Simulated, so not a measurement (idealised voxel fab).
process module | voxel self aligned contacts
cross-section cut | 290 nm wide | cells 5 nm
A cross-section is a grid of square cells, given in bands from the top down. A band is one or more rows of cells.
Each band's line starts with the height of the band's top and of its bottom, in nm. Then come its materials from left to right, each with its width in nm. One material with "throughout" fills the band from edge to edge. "air" is empty space.
Height 0 is the level under which the wafer as received is all one material. The lowest band goes on downwards, as in "0 down".
A width such as "30 to 40" changes by the same amount from each row of cells to the next, from the band's top row to its bottom row.
"no change" after a step means that no cell of the cross-section changed.
closed voids: empty space of 8 cells or more with no open way to the top, each as width x height at its distance from the left edge, in nm
after a step's settings: what the simulator itself notes on the step
overlay nm, on a step with a mask: how far to the right of its planned place the mask lay; to the left if negative
plan
1 op RECEIVE | material Si
2 op CONFORMAL_DEP | material SiO2 | thk nm 5
3 op DIRECTIONAL_DEP | material polySi | thk nm 20
4 op DIRECTIONAL_DEP | material SiN | thk nm 25
5 op DIRECTIONAL_DEP | material aC | thk nm 15
6 op PATTERN | tone cover | mask id GATE | material resist | width nm 30 | pitch nm 65 | thk nm 35 | overlay nm 0
7 op DIRECTIONAL_ETCH | etch materials aC | depth nm 15
8 op STRIP | etch materials resist
9 op DIRECTIONAL_ETCH | etch materials SiN | depth nm 25
10 op DIRECTIONAL_ETCH | etch materials polySi | depth nm 20
11 op STRIP | etch materials aC
12 op CONFORMAL_DEP | material SiN | thk nm 10
13 op DIRECTIONAL_ETCH | etch materials SiN | depth nm 10
14 op FILL_DEP | material SiO2 | thk nm 15
15 op CMP | height nm 60
16 op DIRECTIONAL_DEP | material aC | thk nm 10
17 op PATTERN | tone open | mask id CONTACT | material resist | width nm 45 | pitch nm 65 | thk nm 25 | overlay nm 0
18 op DIRECTIONAL_ETCH | etch materials aC | depth nm 10
19 op STRIP | etch materials resist
20 op DIRECTIONAL_ETCH | etch materials SiO2 | depth nm 60
21 op STRIP | etch materials aC
22 op CONFORMAL_DEP | material TiN | thk nm 5
23 op FILL_DEP | material Ru | thk nm 10
24 op CMP | height nm 60
25 op CONFORMAL_DEP | material SiN | thk nm 5
as received, after step 1
  0 down: Si throughout
  closed voids: none
a wafer at the end: this start, this plan, one mistake
  65 to 60: SiN throughout
  60 to 45: SiO2 55 | SiN 50 | TiN 5 | Ru 5 | TiN 5 | SiN 50 | TiN 5 | Ru 5 | TiN 5 | SiN 50 | SiO2 55
  45 to 30: SiO2 55 | SiN 10 | polySi 30 | SiN 10 | TiN 5 | Ru 5 | TiN 5 | SiN 10 | polySi 30 | SiN 10 | TiN 5 | Ru 5 | TiN 5 | SiN 10 | polySi 30 | SiN 10 | SiO2 55
  30 to 25: SiO2 55 | SiN 10 | polySi 30 | SiN 10 | TiN 15 | SiN 10 | polySi 30 | SiN 10 | TiN 15 | SiN 10 | polySi 30 | SiN 10 | SiO2 55
  25 to 5: polySi throughout
  5 to 0: SiO2 throughout
  0 down: Si throughout
  closed voids: none
what went wrong: step 3 was run twice
